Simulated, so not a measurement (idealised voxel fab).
voxel wiring stack: a process module
For reference, the cross-section in this document is cut, with width 285 nm and square cells of 5 nm.
Heads up, the way a cross-section reads in here is a grid of square cells, handed over as bands from the top down, with every band being one or more rows of cells. Heights first: top, then bottom, in nm. Then materials, left to right, each with a width in nm. "throughout" on a single material: fills the band edge to edge. "empty": empty space. Counting heights begins at 0, where everything beneath is, in the wafer as received, one material. The lowest band has no bottom; it goes on downwards, as "top 0, no bottom" shows. Top row gets the first number, bottom row gets the second, and each row in between changes by the same step: that is how a band width like "30..40" works. "no change occurred" (step): cross-section cells unchanged, all of them. The label "Internal closed voids" introduces a list of the empty spaces, 8 cells or larger, that have no open way up to the top; each entry in it reads width x height at distance, where the distance is taken from the left edge and all three are stated in nm. On a step's line, text after the settings is the simulator commenting on that step. What "overlay nm" on a step's line means: if the step has a mask, that mask lay this far to the right of its planned place, or, when the value is negative, to the left.

Process steps (planned):
1: op RECEIVE | material Si
2: op CONFORMAL_DEP | material SiO2 | thk nm 15
3: op CONFORMAL_DEP | material SiCN | thk nm 5
4: op DIRECTIONAL_DEP | material lowk | thk nm 25
5: op MASKED_ETCH | tone open | mask id METAL_1 | width nm 25 | pitch nm 50 | etch materials lowk | depth nm 25 | overlay nm 0
6: op MASKED_ETCH | tone open | mask id METAL_1 | width nm 25 | pitch nm 50 | etch materials SiCN | depth nm 5 | overlay nm 0
7: op CONFORMAL_DEP | material TiN | thk nm 5
8: op FILL_DEP | material Cu | thk nm 10
9: op CMP | height nm 45
10: op CONFORMAL_DEP | material SiCN | thk nm 5
11: op DIRECTIONAL_DEP | material lowk | thk nm 15
12: op DIRECTIONAL_DEP | material aC | thk nm 10
13: op PATTERN | tone open | mask id PLUG_1 | material resist | width nm 15 | pitch nm 50 | thk nm 25 | overlay nm 0
14: op DIRECTIONAL_ETCH | etch materials aC | depth nm 10
15: op STRIP | etch materials resist
16: op DIRECTIONAL_ETCH | etch materials lowk | depth nm 15
17: op DIRECTIONAL_ETCH | etch materials SiCN | depth nm 5
18: op STRIP | etch materials aC
19: op CONFORMAL_DEP | material TiN | thk nm 5
20: op FILL_DEP | material Cu | thk nm 5
21: op CMP | height nm 65
22: op CONFORMAL_DEP | material SiCN | thk nm 5
23: op DIRECTIONAL_DEP | material SiO2 | thk nm 25
24: op DIRECTIONAL_DEP | material aC | thk nm 5
25: op PATTERN | tone open | mask id METAL_2 | material resist | width nm 25 | pitch nm 50 | thk nm 30 | overlay nm 0
26: op DIRECTIONAL_ETCH | etch materials aC | depth nm 15
27: op STRIP | etch materials resist
28: op DIRECTIONAL_ETCH | etch materials SiO2 | depth nm 25
29: op DIRECTIONAL_ETCH | etch materials SiCN | depth nm 5
30: op STRIP | etch materials aC
31: op CONFORMAL_DEP | material TiN | thk nm 5
32: op FILL_DEP | material Cu | thk nm 10
33: op CMP | height nm 95
34: op EPI | material Ru | thk nm 5
35: op FILL_DEP | material SiCN | thk nm 5
36: op DIRECTIONAL_DEP | material SiO2 | thk nm 30
37: op MASKED_ETCH | tone open | mask id METAL_3_HOLES | width nm 15 | pitch nm 50 | etch materials SiO2 | depth nm 30 | overlay nm 0
38: op DIRECTIONAL_DEP | material aC | thk nm 15
39: op PATTERN | tone open | mask id METAL_3 | material resist | width nm 25 | pitch nm 50 | thk nm 30 | overlay nm 0
40: op DIRECTIONAL_ETCH | etch materials aC | depth nm 15
41: op STRIP | etch materials resist
42: op DIRECTIONAL_ETCH | etch materials SiO2 | depth nm 20
43: op DIRECTIONAL_ETCH | etch materials SiCN | depth nm 5
44: op STRIP | etch materials aC
45: op CONFORMAL_DEP | material TiN | thk nm 5
46: op FILL_DEP | material Cu | thk nm 10
47: op CMP | height nm 135
48: op CONFORMAL_DEP | material SiCN | thk nm 5
Quick note for whoever runs this: the wafers start identical, but the thk nm at step 24 isn't the same across them. The plan just shows what the first wafer had.

Cross-section: the first of several wafers in its as-received state, i.e. following step 1:
	top 0, no bottom: Si throughout
	Internal closed voids: none

Where each wafer stands at the end of the module, a row apiece: cells of each material gained (+) or lost (-) since it was received, then closed voids:
thk nm 5 | +180 Cu | +28 Ru | +250 SiCN | +594 SiO2 | +224 TiN | +320 lowk | Internal closed voids: none
thk nm 10 | +180 Cu | +28 Ru | +250 SiCN | +594 SiO2 | +224 TiN | +320 lowk | Internal closed voids: none
thk nm 15 | +180 Cu | +28 Ru | +250 SiCN | +594 SiO2 | +224 TiN | +320 lowk | Internal closed voids: none
thk nm 20 | +132 Cu | +241 SiCN | +694 SiO2 | +209 TiN | +320 lowk | Internal closed voids: none
thk nm 25 | +132 Cu | +241 SiCN | +694 SiO2 | +209 TiN | +320 lowk | Internal closed voids: none
thk nm 30 | +132 Cu | +241 SiCN | +694 SiO2 | +209 TiN | +320 lowk | Internal closed voids: none
